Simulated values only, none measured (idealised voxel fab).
process module | voxel transistor to metal
cross-section cut | 215 nm wide | cells 5 nm
A cross-section is a grid of square cells, given in bands from the top down. A band is one or more rows of cells.
Each band's line starts with the height of the band's top and of its bottom, in nm. Then come its materials from left to right, each with its width in nm. One material with "throughout" fills the band from edge to edge. "air" is empty space.
Height 0 is the level under which the wafer as received is all one material. The lowest band goes on downwards, as in "0 down".
A width such as "30 to 40" changes by the same amount from each row of cells to the next, from the band's top row to its bottom row.
"no change" after a step means that no cell of the cross-section changed.
closed voids: empty space of 8 cells or more with no open way to the top, each as width x height at its distance from the left edge, in nm
after a step's settings: what the simulator itself notes on the step
overlay nm, on a step with a mask: how far to the right of its planned place the mask lay; to the left if negative
Each pair below shows a cross-section before one step and the cross-section after it, down to the lowest band that changed. The line under each pair gives the step between them, with its settings. The pairs can come from different runs of this module on the same starting wafer, so a pair continues from the pair above only where its "before" says so.
before
  45 to 30: air 85 | SiO2 5 | SiCN 30 | SiO2 5 | air 90
  30 to 5: air 85 | SiO2 5 | polySi 30 | SiO2 5 | air 90
  5 to 0: SiO2 55 | air 30 | SiO2 5 | polySi 30 | SiO2 5 | air 30 | SiO2 60
  0 to -5: SiO2 throughout
  -5 to -25: SiO2 60 | Si 90 | SiO2 65
  -25 down: Si throughout
  closed voids: none
after
  55 to 45: air 75 | SiN 60 | air 80
  45 to 30: air 75 | SiN 10 | SiO2 5 | SiCN 30 | SiO2 5 | SiN 10 | air 80
  30 to 15: air 75 | SiN 10 | SiO2 5 | polySi 30 | SiO2 5 | SiN 10 | air 80
  15 to 10: SiN 65 | air 10 | SiN 10 | SiO2 5 | polySi 30 | SiO2 5 | SiN 10 | air 10 | SiN 70
  10 to 5: SiN 85 | SiO2 5 | polySi 30 | SiO2 5 | SiN 90
  5 to 0: SiO2 55 | SiN 30 | SiO2 5 | polySi 30 | SiO2 5 | SiN 30 | SiO2 60
  below 0: unchanged
  closed voids: none
the step between: op CONFORMAL_DEP | material SiN | thk nm 10
before: the cross-section after the pair above
after
  45 to 30: air 75 | SiN 10 | SiO2 5 | SiCN 30 | SiO2 5 | SiN 10 | air 80
  30 to 5: air 75 | SiN 10 | SiO2 5 | polySi 30 | SiO2 5 | SiN 10 | air 80
  5 to 0: SiO2 55 | SiN 10 | air 10 | SiN 10 | SiO2 5 | polySi 30 | SiO2 5 | SiN 10 | air 10 | SiN 10 | SiO2 60
  below 0: unchanged
  closed voids: none
the step between: op DIRECTIONAL_ETCH | etch materials SiN | depth nm 10
before: the cross-section after the pair above
after
  45 to 40: air 75 | SiN 10 | air 5 | SiCN 30 | air 5 | SiN 10 | air 80
  40 to 30: air 75 | SiN 10 | SiO2 5 | SiCN 30 | SiO2 5 | SiN 10 | air 80
  30 to 5: air 75 | SiN 10 | SiO2 5 | polySi 30 | SiO2 5 | SiN 10 | air 80
  5 to 0: air 55 | SiN 10 | air 10 | SiN 10 | SiO2 5 | polySi 30 | SiO2 5 | SiN 10 | air 10 | SiN 10 | air 60
  0 to -5: SiO2 65 | air 10 | SiO2 60 | air 10 | SiO2 70
  below -5: unchanged
  closed voids: none
the step between: op DIRECTIONAL_ETCH | etch materials SiO2 | depth nm 5
before: the cross-section after the pair above
after
  45 to 40: air 75 | SiN 10 | air 5 | SiCN 30 | air 5 | SiN 10 | air 80
  40 to 30: air 75 | SiN 10 | SiO2 5 | SiCN 30 | SiO2 5 | SiN 10 | air 80
  30 to 5: air 75 | SiN 10 | SiO2 5 | polySi 30 | SiO2 5 | SiN 10 | air 80
  5 to 0: air 55 | SiN 10 | air 10 | SiN 10 | SiO2 5 | polySi 30 | SiO2 5 | SiN 10 | air 10 | SiN 10 | air 60
  0 to -5: SiO2 65 | SiGe 10 | SiO2 60 | SiGe 10 | SiO2 70
  below -5: unchanged
  closed voids: none
the step between: op EPI | material SiGe | thk nm 5
before: the cross-section after the pair above
after
  55 to 45: SiO2 throughout
  45 to 30: SiO2 75 | SiN 10 | SiO2 5 | SiCN 30 | SiO2 5 | SiN 10 | SiO2 80
  30 to 5: SiO2 75 | SiN 10 | SiO2 5 | polySi 30 | SiO2 5 | SiN 10 | SiO2 80
  5 to 0: SiO2 55 | SiN 10 | SiO2 10 | SiN 10 | SiO2 5 | polySi 30 | SiO2 5 | SiN 10 | SiO2 10 | SiN 10 | SiO2 60
  below 0: unchanged
  closed voids: none
the step between: op FILL_DEP | material SiO2 | thk nm 10
before: the cross-section after the pair above
after
  45 to 30: SiO2 75 | SiN 10 | SiO2 5 | SiCN 30 | SiO2 5 | SiN 10 | SiO2 80
  below 30: unchanged
  closed voids: none
the step between: op CMP | height nm 45
before: the cross-section after the pair above
after
  60 to 45: SiO2 throughout
  below 45: unchanged
  closed voids: none
the step between: op DIRECTIONAL_DEP | material SiO2 | thk nm 15
before: the cross-section after the pair above
after
  70 to 60: aC throughout
  below 60: unchanged
  closed voids: none
the step between: op DIRECTIONAL_DEP | material aC | thk nm 10
before: the cross-section after the pair above
after
  100 to 70: resist 60 | air 30 | resist 30 | air 30 | resist 65
  below 70: unchanged
  closed voids: none
the step between: op PATTERN | tone open | mask id CONTACT | material resist | width nm 30 | pitch nm 60 | thk nm 30 | overlay nm 0
before: the cross-section after the pair above
after
  90 to 70: resist 60 | air 30 | resist 30 | air 30 | resist 65
  70 to 60: aC 60 | air 30 | aC 30 | air 30 | aC 65
  below 60: unchanged
  closed voids: none
the step between: op DIRECTIONAL_ETCH | etch materials aC | depth nm 10
before: the cross-section after the pair above
after
  70 to 60: aC 60 | air 30 | aC 30 | air 30 | aC 65
  below 60: unchanged
  closed voids: none
the step between: op STRIP | etch materials resist
before: the cross-section after the pair above
after
  70 to 60: aC 60 | air 30 | aC 30 | air 30 | aC 65
  60 to 45: SiO2 60 | air 30 | SiO2 30 | air 30 | SiO2 65
  45 to 30: SiO2 60 | air 15 | SiN 10 | air 5 | SiCN 30 | air 5 | SiN 10 | air 15 | SiO2 65
  30 to 5: SiO2 60 | air 15 | SiN 10 | air 5 | polySi 30 | air 5 | SiN 10 | air 15 | SiO2 65
  5 to 0: SiO2 55 | SiN 10 | air 10 | SiN 10 | air 5 | polySi 30 | air 5 | SiN 10 | air 10 | SiN 10 | SiO2 60
  below 0: unchanged
  closed voids: none
the step between: op DIRECTIONAL_ETCH | etch materials SiO2 | depth nm 60
before: the cross-section after the pair above
after
  60 to 45: SiO2 60 | air 30 | SiO2 30 | air 30 | SiO2 65
  below 45: unchanged
  closed voids: none
the step between: op STRIP | etch materials aC
before: the cross-section after the pair above
after
  65 to 60: TiN 65 | air 20 | TiN 40 | air 20 | TiN 70
  60 to 50: SiO2 60 | TiN 5 | air 20 | TiN 5 | SiO2 30 | TiN 5 | air 20 | TiN 5 | SiO2 65
  50 to 45: SiO2 60 | TiN 5 | air 5 | TiN 20 | SiO2 30 | TiN 20 | air 5 | TiN 5 | SiO2 65
  45 to 30: SiO2 60 | TiN 5 | air 5 | TiN 5 | SiN 10 | TiN 5 | SiCN 30 | TiN 5 | SiN 10 | TiN 5 | air 5 | TiN 5 | SiO2 65
  30 to 10: SiO2 60 | TiN 5 | air 5 | TiN 5 | SiN 10 | TiN 5 | polySi 30 | TiN 5 | SiN 10 | TiN 5 | air 5 | TiN 5 | SiO2 65
  10 to 5: SiO2 60 | TiN 15 | SiN 10 | TiN 5 | polySi 30 | TiN 5 | SiN 10 | TiN 15 | SiO2 65
  5 to 0: SiO2 55 | SiN 10 | TiN 10 | SiN 10 | TiN 5 | polySi 30 | TiN 5 | SiN 10 | TiN 10 | SiN 10 | SiO2 60
  below 0: unchanged
  closed voids: none
the step between: op CONFORMAL_DEP | material TiN | thk nm 5
before: the cross-section after the pair above
after
  70 to 65: Ru throughout
  65 to 60: TiN 65 | Ru 20 | TiN 40 | Ru 20 | TiN 70
  60 to 50: SiO2 60 | TiN 5 | Ru 20 | TiN 5 | SiO2 30 | TiN 5 | Ru 20 | TiN 5 | SiO2 65
  50 to 45: SiO2 60 | TiN 5 | Ru 5 | TiN 20 | SiO2 30 | TiN 20 | Ru 5 | TiN 5 | SiO2 65
  45 to 30: SiO2 60 | TiN 5 | Ru 5 | TiN 5 | SiN 10 | TiN 5 | SiCN 30 | TiN 5 | SiN 10 | TiN 5 | Ru 5 | TiN 5 | SiO2 65
  30 to 10: SiO2 60 | TiN 5 | Ru 5 | TiN 5 | SiN 10 | TiN 5 | polySi 30 | TiN 5 | SiN 10 | TiN 5 | Ru 5 | TiN 5 | SiO2 65
  below 10: unchanged
  closed voids: none
the step between: op FILL_DEP | material Ru | thk nm 5
before: the cross-section after the pair above
after
  60 to 50: SiO2 60 | TiN 5 | Ru 20 | TiN 5 | SiO2 30 | TiN 5 | Ru 20 | TiN 5 | SiO2 65
  below 50: unchanged
  closed voids: none
the step between: op CMP | height nm 60
before: the cross-section after the pair above
after
  65 to 60: TiN throughout
  below 60: unchanged
  closed voids: none
the step between: op DIRECTIONAL_DEP | material TiN | thk nm 5
before: the cross-section after the pair above
after
  80 to 65: Ru throughout
  below 65: unchanged
  closed voids: none
the step between: op DIRECTIONAL_DEP | material Ru | thk nm 15
before: the cross-section after the pair above
after
  80 to 65: air 60 | Ru 20 | air 50 | Ru 20 | air 65
  below 65: unchanged
  closed voids: none
the step between: op MASKED_ETCH | tone cover | mask id METAL_1 | width nm 20 | pitch nm 70 | etch materials Ru | depth nm 15 | overlay nm 0
before: the cross-section after the pair above
after
  80 to 65: air 60 | Ru 20 | air 50 | Ru 20 | air 65
  65 to 60: air 60 | TiN 20 | air 50 | TiN 20 | air 65
  below 60: unchanged
  closed voids: none
the step between: op MASKED_ETCH | tone cover | mask id METAL_1 | width nm 20 | pitch nm 70 | etch materials TiN | depth nm 5 | overlay nm 0
before: the cross-section after the pair above
after
  85 to 80: air 55 | SiN 30 | air 40 | SiN 30 | air 60
  80 to 65: air 55 | SiN 5 | Ru 20 | SiN 5 | air 40 | SiN 5 | Ru 20 | SiN 5 | air 60
  65 to 60: SiN 60 | TiN 20 | SiN 50 | TiN 20 | SiN 65
  below 60: unchanged
  closed voids: none
the step between: op CONFORMAL_DEP | material SiN | thk nm 5
before: the cross-section after the pair above
after
  90 to 85: lowk throughout
  85 to 80: lowk 55 | SiN 30 | lowk 40 | SiN 30 | lowk 60
  80 to 65: lowk 55 | SiN 5 | Ru 20 | SiN 5 | lowk 40 | SiN 5 | Ru 20 | SiN 5 | lowk 60
  below 65: unchanged
  closed voids: none
the step between: op FILL_DEP | material lowk | thk nm 5
before: the cross-section after the pair above
after
  80 to 65: lowk 55 | SiN 5 | Ru 20 | SiN 5 | lowk 40 | SiN 5 | Ru 20 | SiN 5 | lowk 60
  below 65: unchanged
  closed voids: none
the step between: op CMP | height nm 80
before: the cross-section after the pair above
after
  85 to 80: SiCN throughout
  below 80: unchanged
  closed voids: none
the step between: op CONFORMAL_DEP | material SiCN | thk nm 5
before: the cross-section after the pair above
after
  110 to 85: SiO2 throughout
  below 85: unchanged
  closed voids: none
the step between: op DIRECTIONAL_DEP | material SiO2 | thk nm 25
before: the cross-section after the pair above
after
  110 to 95: SiO2 60 | air 20 | SiO2 50 | air 20 | SiO2 65
  below 95: unchanged
  closed voids: none
the step between: op MASKED_ETCH | tone open | mask id METAL_2 | width nm 20 | pitch nm 70 | etch materials SiO2 | depth nm 15 | overlay nm 0
before: the cross-section after the pair above
after
  110 to 95: SiO2 60 | air 20 | SiO2 50 | air 20 | SiO2 65
  95 to 85: SiO2 60 | air 15 | SiO2 55 | air 15 | SiO2 70
  below 85: unchanged
  closed voids: none
the step between: op MASKED_ETCH | tone open | mask id METAL_2_HOLES | width nm 15 | pitch nm 70 | etch materials SiO2 | depth nm 10 | overlay nm 0
before: the cross-section after the pair above
after
  110 to 95: SiO2 60 | air 20 | SiO2 50 | air 20 | SiO2 65
  95 to 85: SiO2 60 | air 15 | SiO2 55 | air 15 | SiO2 70
  85 to 80: SiCN 60 | air 15 | SiCN 55 | air 15 | SiCN 70
  below 80: unchanged
  closed voids: none
the step between: op MASKED_ETCH | tone open | mask id METAL_2_HOLES | width nm 15 | pitch nm 70 | etch materials SiCN | depth nm 5 | overlay nm 0
before: the cross-section after the pair above
after
  115 to 110: TiN 65 | air 10 | TiN 60 | air 10 | TiN 70
  110 to 100: SiO2 60 | TiN 5 | air 10 | TiN 5 | SiO2 50 | TiN 5 | air 10 | TiN 5 | SiO2 65
  100 to 95: SiO2 60 | TiN 5 | air 5 | TiN 10 | SiO2 50 | TiN 5 | air 5 | TiN 10 | SiO2 65
  95 to 85: SiO2 60 | TiN 5 | air 5 | TiN 5 | SiO2 55 | TiN 5 | air 5 | TiN 5 | SiO2 70
  85 to 80: SiCN 60 | TiN 15 | SiCN 55 | TiN 15 | SiCN 70
  below 80: unchanged
  closed voids: none
the step between: op CONFORMAL_DEP | material TiN | thk nm 5
before: the cross-section after the pair above
after
  120 to 115: Cu throughout
  115 to 110: TiN 65 | Cu 10 | TiN 60 | Cu 10 | TiN 70
  110 to 100: SiO2 60 | TiN 5 | Cu 10 | TiN 5 | SiO2 50 | TiN 5 | Cu 10 | TiN 5 | SiO2 65
  100 to 95: SiO2 60 | TiN 5 | Cu 5 | TiN 10 | SiO2 50 | TiN 5 | Cu 5 | TiN 10 | SiO2 65
  95 to 85: SiO2 60 | TiN 5 | Cu 5 | TiN 5 | SiO2 55 | TiN 5 | Cu 5 | TiN 5 | SiO2 70
  below 85: unchanged
  closed voids: none
the step between: op FILL_DEP | material Cu | thk nm 5
before: the cross-section after the pair above
after
  110 to 100: SiO2 60 | TiN 5 | Cu 10 | TiN 5 | SiO2 50 | TiN 5 | Cu 10 | TiN 5 | SiO2 65
  below 100: unchanged
  closed voids: none
the step between: op CMP | height nm 110
before: the cross-section after the pair above
after
  115 to 110: SiCN throughout
  below 110: unchanged
  closed voids: none
the step between: op CONFORMAL_DEP | material SiCN | thk nm 5
before
  20 to 5: SiN throughout
  5 to 0: SiO2 throughout
  0 down: Si throughout
  closed voids: none
after
  20 to 5: air 60 | SiN 100 | air 55
  below 5: unchanged
  closed voids: none
the step between: op MASKED_ETCH | tone cover | mask id ACTIVE | width nm 100 | etch materials SiN | depth nm 15 | overlay nm 5
before: the cross-section after the pair above
after
  20 to 5: air 60 | SiN 100 | air 55
  5 to 0: air 55 | SiO2 105 | air 55
  below 0: unchanged
  closed voids: none
the step between: op MASKED_ETCH | tone cover | mask id ACTIVE | width nm 100 | etch materials SiO2 | depth nm 5 | overlay nm 0
before: the cross-section after the pair above
after
  20 to 5: air 60 | SiN 100 | air 55
  5 to 0: air 55 | SiO2 105 | air 55
  0 to -20: air 55 | Si 105 | air 55
  below -20: unchanged
  closed voids: none
the step between: op MASKED_ETCH | tone cover | mask id ACTIVE | width nm 100 | etch materials Si | depth nm 20 | overlay nm 0
before: the cross-section after the pair above
after
  20 to 5: air 60 | SiN 100 | air 55
  5 to 0: air 55 | SiO2 105 | air 55
  0 to -20: air 55 | SiO2 5 | Si 95 | SiO2 5 | air 55
  -20 to -25: SiO2 60 | Si 95 | SiO2 60
  below -25: unchanged
  closed voids: none
the step between: op OXIDIZE | depth nm 5
before: the cross-section after the pair above
after
  30 to 20: SiO2 throughout
  20 to 5: SiO2 60 | SiN 100 | SiO2 55
  5 to 0: SiO2 throughout
  0 to -25: SiO2 60 | Si 95 | SiO2 60
  below -25: unchanged
  closed voids: none
the step between: op FILL_DEP | material SiO2 | thk nm 10
before: the cross-section after the pair above
after
  20 to 5: SiO2 60 | SiN 100 | SiO2 55
  below 5: unchanged
  closed voids: none
the step between: op CMP | height nm 20
before: the cross-section after the pair above
after
  20 to 10: air 60 | SiN 100 | air 55
  below 10: unchanged
  closed voids: none
the step between: op SELECTIVE_ETCH | etch materials SiO2 | depth nm 10
before: the cross-section after the pair above
after
  10 to 5: SiO2 60 | air 100 | SiO2 55
  below 5: unchanged
  closed voids: none
the step between: op STRIP | etch materials SiN
before: the cross-section after the pair above
after
  5 to 0: SiO2 55 | air 110 | SiO2 50
  below 0: unchanged
  closed voids: none
the step between: op SELECTIVE_ETCH | etch materials SiO2 | depth nm 5
before: the cross-section after the pair above
after
  5 to 0: SiO2 55 | air 110 | SiO2 50
  0 to -5: SiO2 throughout
  below -5: unchanged
  closed voids: none
the step between: op OXIDIZE | depth nm 5
before: the cross-section after the pair above
after
  35 to 30: polySi 55 | air 110 | polySi 50
  30 to 5: polySi throughout
  5 to 0: SiO2 55 | polySi 110 | SiO2 50
  below 0: unchanged
  closed voids: none
the step between: op DIRECTIONAL_DEP | material polySi | thk nm 30
before: the cross-section after the pair above
after
  50 to 45: SiCN 55 | air 110 | SiCN 50
  45 to 35: SiCN throughout
  35 to 30: polySi 55 | SiCN 110 | polySi 50
  below 30: unchanged
  closed voids: none
the step between: op DIRECTIONAL_DEP | material SiCN | thk nm 15
before: the cross-section after the pair above
after
  60 to 55: aC 55 | air 110 | aC 50
  55 to 50: aC throughout
  50 to 45: SiCN 55 | aC 110 | SiCN 50
  below 45: unchanged
  closed voids: none
the step between: op DIRECTIONAL_DEP | material aC | thk nm 10
before: the cross-section after the pair above
after
  85 to 60: air 95 | resist 20 | air 100
  60 to 55: aC 55 | air 40 | resist 20 | air 50 | aC 50
  below 55: unchanged
  closed voids: none
the step between: op PATTERN | tone cover | mask id GATE | material resist | width nm 20 | thk nm 25 | overlay nm 0
before: the cross-section after the pair above
after
  75 to 55: air 95 | resist 20 | air 100
  55 to 50: air 95 | aC 20 | air 100
  50 to 45: SiCN 55 | air 40 | aC 20 | air 50 | SiCN 50
  below 45: unchanged
  closed voids: none
the step between: op DIRECTIONAL_ETCH | etch materials aC | depth nm 10
before: the cross-section after the pair above
after
  55 to 50: air 95 | aC 20 | air 100
  below 50: unchanged
  closed voids: none
the step between: op STRIP | etch materials resist
before: the cross-section after the pair above
after
  55 to 45: air 95 | aC 20 | air 100
  45 to 35: air 95 | SiCN 20 | air 100
  35 to 30: polySi 55 | air 40 | SiCN 20 | air 50 | polySi 50
  below 30: unchanged
  closed voids: none
the step between: op DIRECTIONAL_ETCH | etch materials SiCN | depth nm 25
before: the cross-section after the pair above
after
  55 to 45: air 95 | aC 20 | air 100
  45 to 30: air 95 | SiCN 20 | air 100
  30 to 5: air 95 | polySi 20 | air 100
  5 to 0: SiO2 55 | air 40 | polySi 20 | air 50 | SiO2 50
  below 0: unchanged
  closed voids: none
the step between: op DIRECTIONAL_ETCH | etch materials polySi | depth nm 40
before: the cross-section after the pair above
after
  45 to 30: air 95 | SiCN 20 | air 100
  below 30: unchanged
  closed voids: none
the step between: op STRIP | etch materials aC
before: the cross-section after the pair above
after
  50 to 45: air 90 | SiO2 30 | air 95
  45 to 30: air 90 | SiO2 5 | SiCN 20 | SiO2 5 | air 95
  30 to 10: air 90 | SiO2 5 | polySi 20 | SiO2 5 | air 95
  10 to 5: SiO2 60 | air 30 | SiO2 5 | polySi 20 | SiO2 5 | air 40 | SiO2 55
  5 to 0: SiO2 95 | polySi 20 | SiO2 100
  below 0: unchanged
  closed voids: none
the step between: op CONFORMAL_DEP | material SiO2 | thk nm 5
before: the cross-section after the pair above
after
  45 to 30: air 90 | SiO2 5 | SiCN 20 | SiO2 5 | air 95
  30 to 5: air 90 | SiO2 5 | polySi 20 | SiO2 5 | air 95
  5 to 0: SiO2 60 | air 30 | SiO2 5 | polySi 20 | SiO2 5 | air 40 | SiO2 55
  below 0: unchanged
  closed voids: none
the step between: op DIRECTIONAL_ETCH | etch materials SiO2 | depth nm 5
before: the cross-section after the pair above
after
  55 to 45: air 80 | SiN 50 | air 85
  45 to 30: air 80 | SiN 10 | SiO2 5 | SiCN 20 | SiO2 5 | SiN 10 | air 85
  30 to 15: air 80 | SiN 10 | SiO2 5 | polySi 20 | SiO2 5 | SiN 10 | air 85
  15 to 10: SiN 70 | air 10 | SiN 10 | SiO2 5 | polySi 20 | SiO2 5 | SiN 10 | air 20 | SiN 65
  10 to 5: SiN 90 | SiO2 5 | polySi 20 | SiO2 5 | SiN 95
  5 to 0: SiO2 60 | SiN 30 | SiO2 5 | polySi 20 | SiO2 5 | SiN 40 | SiO2 55
  below 0: unchanged
  closed voids: none
the step between: op CONFORMAL_DEP | material SiN | thk nm 10
before: the cross-section after the pair above
after
  45 to 30: air 80 | SiN 10 | SiO2 5 | SiCN 20 | SiO2 5 | SiN 10 | air 85
  30 to 5: air 80 | SiN 10 | SiO2 5 | polySi 20 | SiO2 5 | SiN 10 | air 85
  5 to 0: SiO2 60 | SiN 10 | air 10 | SiN 10 | SiO2 5 | polySi 20 | SiO2 5 | SiN 10 | air 20 | SiN 10 | SiO2 55
  below 0: unchanged
  closed voids: none
the step between: op DIRECTIONAL_ETCH | etch materials SiN | depth nm 10
before: the cross-section after the pair above
after
  45 to 40: air 80 | SiN 10 | air 5 | SiCN 20 | air 5 | SiN 10 | air 85
  40 to 30: air 80 | SiN 10 | SiO2 5 | SiCN 20 | SiO2 5 | SiN 10 | air 85
  30 to 5: air 80 | SiN 10 | SiO2 5 | polySi 20 | SiO2 5 | SiN 10 | air 85
  5 to 0: air 60 | SiN 10 | air 10 | SiN 10 | SiO2 5 | polySi 20 | SiO2 5 | SiN 10 | air 20 | SiN 10 | air 55
  0 to -5: SiO2 70 | air 10 | SiO2 50 | air 20 | SiO2 65
  below -5: unchanged
  closed voids: none
the step between: op DIRECTIONAL_ETCH | etch materials SiO2 | depth nm 5
before: the cross-section after the pair above
after
  45 to 40: air 80 | SiN 10 | air 5 | SiCN 20 | air 5 | SiN 10 | air 85
  40 to 30: air 80 | SiN 10 | SiO2 5 | SiCN 20 | SiO2 5 | SiN 10 | air 85
  30 to 5: air 80 | SiN 10 | SiO2 5 | polySi 20 | SiO2 5 | SiN 10 | air 85
  5 to 0: air 60 | SiN 10 | air 10 | SiN 10 | SiO2 5 | polySi 20 | SiO2 5 | SiN 10 | air 20 | SiN 10 | air 55
  0 to -5: SiO2 70 | SiGe 10 | SiO2 50 | SiGe 20 | SiO2 65
  below -5: unchanged
  closed voids: none
the step between: op EPI | material SiGe | thk nm 5
before: the cross-section after the pair above
after
  55 to 45: SiO2 throughout
  45 to 30: SiO2 80 | SiN 10 | SiO2 5 | SiCN 20 | SiO2 5 | SiN 10 | SiO2 85
  30 to 5: SiO2 80 | SiN 10 | SiO2 5 | polySi 20 | SiO2 5 | SiN 10 | SiO2 85
  5 to 0: SiO2 60 | SiN 10 | SiO2 10 | SiN 10 | SiO2 5 | polySi 20 | SiO2 5 | SiN 10 | SiO2 20 | SiN 10 | SiO2 55
  below 0: unchanged
  closed voids: none
the step between: op FILL_DEP | material SiO2 | thk nm 10
before: the cross-section after the pair above
after
  45 to 30: SiO2 80 | SiN 10 | SiO2 5 | SiCN 20 | SiO2 5 | SiN 10 | SiO2 85
  below 30: unchanged
  closed voids: none
the step between: op CMP | height nm 45
before: the cross-section after the pair above
after
  60 to 45: SiO2 throughout
  below 45: unchanged
  closed voids: none
the step between: op DIRECTIONAL_DEP | material SiO2 | thk nm 15
before: the cross-section after the pair above
after
  70 to 60: aC throughout
  below 60: unchanged
  closed voids: none
the step between: op DIRECTIONAL_DEP | material aC | thk nm 10
before: the cross-section after the pair above
after
  100 to 70: resist 60 | air 30 | resist 30 | air 30 | resist 65
  below 70: unchanged
  closed voids: none
the step between: op PATTERN | tone open | mask id CONTACT | material resist | width nm 30 | pitch nm 60 | thk nm 30 | overlay nm 0
before: the cross-section after the pair above
after
  90 to 70: resist 60 | air 30 | resist 30 | air 30 | resist 65
  70 to 60: aC 60 | air 30 | aC 30 | air 30 | aC 65
  below 60: unchanged
  closed voids: none
the step between: op DIRECTIONAL_ETCH | etch materials aC | depth nm 10
before: the cross-section after the pair above
after
  70 to 60: aC 60 | air 30 | aC 30 | air 30 | aC 65
  below 60: unchanged
  closed voids: none
the step between: op STRIP | etch materials resist
before: the cross-section after the pair above
after
  70 to 60: aC 60 | air 30 | aC 30 | air 30 | aC 65
  60 to 45: SiO2 60 | air 30 | SiO2 30 | air 30 | SiO2 65
  45 to 30: SiO2 60 | air 20 | SiN 10 | SiO2 5 | SiCN 20 | SiO2 5 | SiN 10 | air 20 | SiO2 65
  30 to 5: SiO2 60 | air 20 | SiN 10 | SiO2 5 | polySi 20 | SiO2 5 | SiN 10 | air 20 | SiO2 65
  5 to 0: SiO2 60 | SiN 10 | air 10 | SiN 10 | SiO2 5 | polySi 20 | SiO2 5 | SiN 10 | air 20 | SiN 10 | SiO2 55
  below 0: unchanged
  closed voids: none
the step between: op DIRECTIONAL_ETCH | etch materials SiO2 | depth nm 60
before: the cross-section after the pair above
after
  60 to 45: SiO2 60 | air 30 | SiO2 30 | air 30 | SiO2 65
  below 45: unchanged
  closed voids: none
the step between: op STRIP | etch materials aC
before: the cross-section after the pair above
after
  65 to 60: TiN 65 | air 20 | TiN 40 | air 20 | TiN 70
  60 to 50: SiO2 60 | TiN 5 | air 20 | TiN 5 | SiO2 30 | TiN 5 | air 20 | TiN 5 | SiO2 65
  50 to 45: SiO2 60 | TiN 5 | air 10 | TiN 15 | SiO2 30 | TiN 15 | air 10 | TiN 5 | SiO2 65
  45 to 30: SiO2 60 | TiN 5 | air 10 | TiN 5 | SiN 10 | SiO2 5 | SiCN 20 | SiO2 5 | SiN 10 | TiN 5 | air 10 | TiN 5 | SiO2 65
  30 to 10: SiO2 60 | TiN 5 | air 10 | TiN 5 | SiN 10 | SiO2 5 | polySi 20 | SiO2 5 | SiN 10 | TiN 5 | air 10 | TiN 5 | SiO2 65
  10 to 5: SiO2 60 | TiN 20 | SiN 10 | SiO2 5 | polySi 20 | SiO2 5 | SiN 10 | TiN 5 | air 10 | TiN 5 | SiO2 65
  5 to 0: SiO2 60 | SiN 10 | TiN 10 | SiN 10 | SiO2 5 | polySi 20 | SiO2 5 | SiN 10 | TiN 20 | SiN 10 | SiO2 55
  below 0: unchanged
  closed voids: none
the step between: op CONFORMAL_DEP | material TiN | thk nm 5
before: the cross-section after the pair above
after
  70 to 65: Ru throughout
  65 to 60: TiN 65 | Ru 20 | TiN 40 | Ru 20 | TiN 70
  60 to 50: SiO2 60 | TiN 5 | Ru 20 | TiN 5 | SiO2 30 | TiN 5 | Ru 20 | TiN 5 | SiO2 65
  50 to 45: SiO2 60 | TiN 5 | Ru 10 | TiN 15 | SiO2 30 | TiN 15 | Ru 10 | TiN 5 | SiO2 65
  45 to 30: SiO2 60 | TiN 5 | Ru 10 | TiN 5 | SiN 10 | SiO2 5 | SiCN 20 | SiO2 5 | SiN 10 | TiN 5 | Ru 10 | TiN 5 | SiO2 65
  30 to 10: SiO2 60 | TiN 5 | Ru 10 | TiN 5 | SiN 10 | SiO2 5 | polySi 20 | SiO2 5 | SiN 10 | TiN 5 | Ru 10 | TiN 5 | SiO2 65
  10 to 5: SiO2 60 | TiN 20 | SiN 10 | SiO2 5 | polySi 20 | SiO2 5 | SiN 10 | TiN 5 | Ru 10 | TiN 5 | SiO2 65
  below 5: unchanged
  closed voids: none
the step between: op FILL_DEP | material Ru | thk nm 5
before: the cross-section after the pair above
after
  60 to 50: SiO2 60 | TiN 5 | Ru 20 | TiN 5 | SiO2 30 | TiN 5 | Ru 20 | TiN 5 | SiO2 65
  below 50: unchanged
  closed voids: none
the step between: op CMP | height nm 60
before: the cross-section after the pair above
after
  65 to 60: TiN throughout
  below 60: unchanged
  closed voids: none
the step between: op DIRECTIONAL_DEP | material TiN | thk nm 5
before: the cross-section after the pair above
after
  80 to 65: Ru throughout
  below 65: unchanged
  closed voids: none
the step between: op DIRECTIONAL_DEP | material Ru | thk nm 15
before: the cross-section after the pair above
after
  80 to 65: air 60 | Ru 20 | air 50 | Ru 20 | air 65
  below 65: unchanged
  closed voids: none
the step between: op MASKED_ETCH | tone cover | mask id METAL_1 | width nm 20 | pitch nm 70 | etch materials Ru | depth nm 15 | overlay nm 0
before: the cross-section after the pair above
after
  80 to 65: air 60 | Ru 20 | air 50 | Ru 20 | air 65
  65 to 60: air 60 | TiN 20 | air 50 | TiN 20 | air 65
  below 60: unchanged
  closed voids: none
the step between: op MASKED_ETCH | tone cover | mask id METAL_1 | width nm 20 | pitch nm 70 | etch materials TiN | depth nm 5 | overlay nm 0
before: the cross-section after the pair above
after
  85 to 80: air 55 | SiN 30 | air 40 | SiN 30 | air 60
  80 to 65: air 55 | SiN 5 | Ru 20 | SiN 5 | air 40 | SiN 5 | Ru 20 | SiN 5 | air 60
  65 to 60: SiN 60 | TiN 20 | SiN 50 | TiN 20 | SiN 65
  below 60: unchanged
  closed voids: none
the step between: op CONFORMAL_DEP | material SiN | thk nm 5
before: the cross-section after the pair above
after
  90 to 85: lowk throughout
  85 to 80: lowk 55 | SiN 30 | lowk 40 | SiN 30 | lowk 60
  80 to 65: lowk 55 | SiN 5 | Ru 20 | SiN 5 | lowk 40 | SiN 5 | Ru 20 | SiN 5 | lowk 60
  below 65: unchanged
  closed voids: none
the step between: op FILL_DEP | material lowk | thk nm 5
before: the cross-section after the pair above
after
  80 to 65: lowk 55 | SiN 5 | Ru 20 | SiN 5 | lowk 40 | SiN 5 | Ru 20 | SiN 5 | lowk 60
  below 65: unchanged
  closed voids: none
the step between: op CMP | height nm 80
before: the cross-section after the pair above
after
  85 to 80: SiCN throughout
  below 80: unchanged
  closed voids: none
the step between: op CONFORMAL_DEP | material SiCN | thk nm 5
before: the cross-section after the pair above
after
  110 to 85: SiO2 throughout
  below 85: unchanged
  closed voids: none
the step between: op DIRECTIONAL_DEP | material SiO2 | thk nm 25
before: the cross-section after the pair above
after
  110 to 95: SiO2 60 | air 20 | SiO2 50 | air 20 | SiO2 65
  below 95: unchanged
  closed voids: none
the step between: op MASKED_ETCH | tone open | mask id METAL_2 | width nm 20 | pitch nm 70 | etch materials SiO2 | depth nm 15 | overlay nm 0
before: the cross-section after the pair above
after
  110 to 95: SiO2 60 | air 20 | SiO2 50 | air 20 | SiO2 65
  95 to 85: SiO2 60 | air 15 | SiO2 55 | air 15 | SiO2 70
  below 85: unchanged
  closed voids: none
the step between: op MASKED_ETCH | tone open | mask id METAL_2_HOLES | width nm 15 | pitch nm 70 | etch materials SiO2 | depth nm 10 | overlay nm 0
